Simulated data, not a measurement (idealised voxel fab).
process module | voxel released beams
cross-section cut | 190 nm wide | cells 5 nm
A cross-section is a grid of square cells, given in bands from the top down. A band is one or more rows of cells.
Each band's line starts with the height of the band's top and of its bottom, in nm. Then come its materials from left to right, each with its width in nm. One material with "throughout" fills the band from edge to edge. "air" is empty space.
Height 0 is the level under which the wafer as received is all one material. The lowest band goes on downwards, as in "0 down".
A width such as "30 to 40" changes by the same amount from each row of cells to the next, from the band's top row to its bottom row.
"no change" after a step means that no cell of the cross-section changed.
closed voids: empty space of 8 cells or more with no open way to the top, each as width x height at its distance from the left edge, in nm
after a step's settings: what the simulator itself notes on the step
overlay nm, on a step with a mask: how far to the right of its planned place the mask lay; to the left if negative
plan
1 op RECEIVE | material Si
2 op CONFORMAL_DEP | material SiN | thk nm 5
3 op DIRECTIONAL_DEP | material SiO2 | thk nm 20
4 op PATTERN | tone open | mask id ANCHOR | material resist | width nm 35 | thk nm 15 | overlay nm 0
5 op DIRECTIONAL_ETCH | etch materials SiO2 | depth nm 20
6 op STRIP | etch materials resist
7 op CONFORMAL_DEP | material W | thk nm 10
8 op PATTERN | tone cover | mask id BEAM | material resist | width nm 120 | thk nm 15 | overlay nm 0
9 op DIRECTIONAL_ETCH | etch materials W | depth nm 10
10 op STRIP | etch materials resist
11 op STRIP | etch materials SiO2
first wafer, as planned
as received, after step 1
  0 down: Si throughout
  closed voids: none
after step 2
  5 to 0: SiN throughout
  below 0: unchanged
after step 3
  25 to 5: SiO2 throughout
  below 5: unchanged
after step 4
  40 to 25: resist 35 | air 35 | resist 120
  below 25: unchanged
after step 5
  40 to 25: resist 35 | air 35 | resist 120
  25 to 5: SiO2 35 | air 35 | SiO2 120
  below 5: unchanged
after step 6
  25 to 5: SiO2 35 | air 35 | SiO2 120
  below 5: unchanged
after step 7
  35 to 25: W 45 | air 15 | W 130
  25 to 15: SiO2 35 | W 10 | air 15 | W 10 | SiO2 120
  15 to 5: SiO2 35 | W 35 | SiO2 120
  below 5: unchanged
after step 8
  50 to 35: air 30 | resist 120 | air 40
  35 to 25: W 45 | resist 15 | W 130
  25 to 15: SiO2 35 | W 10 | resist 15 | W 10 | SiO2 120
  below 15: unchanged
after step 9
  50 to 35: air 30 | resist 120 | air 40
  35 to 25: air 30 | W 15 | resist 15 | W 90 | air 40
  below 25: unchanged
after step 10
  35 to 25: air 30 | W 15 | air 15 | W 90 | air 40
  25 to 15: SiO2 35 | W 10 | air 15 | W 10 | SiO2 120
  below 15: unchanged
after step 11
  35 to 25: air 30 | W 15 | air 15 | W 90 | air 40
  25 to 15: air 35 | W 10 | air 15 | W 10 | air 120
  15 to 5: air 35 | W 35 | air 120
  below 5: unchanged
second wafer: like start, like plan, one mistake. Through step 3 it matches the first wafer
when step 4 should have ended
  40 to 25: air 35 | resist 35 | air 120
  below 25: unchanged
when step 5 should have ended
  40 to 25: air 35 | resist 35 | air 120
  25 to 5: air 35 | SiO2 35 | air 120
  below 5: unchanged
when step 6 should have ended
  25 to 5: air 35 | SiO2 35 | air 120
  below 5: unchanged
when step 7 should have ended
  35 to 25: air 25 | W 55 | air 110
  25 to 15: air 25 | W 10 | SiO2 35 | W 10 | air 110
  15 to 5: W 35 | SiO2 35 | W 120
  below 5: unchanged
when step 8 should have ended
  50 to 35: air 30 | resist 120 | air 40
  35 to 25: air 25 | W 55 | resist 70 | air 40
  25 to 15: air 25 | W 10 | SiO2 35 | W 10 | resist 70 | air 40
  below 15: unchanged
when step 9 should have ended
  50 to 35: air 30 | resist 120 | air 40
  35 to 25: air 30 | W 50 | resist 70 | air 40
  25 to 15: air 25 | W 10 | SiO2 35 | W 10 | resist 70 | air 40
  15 to 5: air 25 | W 10 | SiO2 35 | W 80 | air 40
  below 5: unchanged
when step 10 should have ended
  35 to 25: air 30 | W 50 | air 110
  25 to 15: air 25 | W 10 | SiO2 35 | W 10 | air 110
  below 15: unchanged
when step 11 should have ended: no change
what went wrong: step 4 ran as: op PATTERN | tone cover | mask id ANCHOR | material resist | width nm 35 | thk nm 15 | overlay nm 0
at the end the second wafer has, in cells: 28 more of SiO2
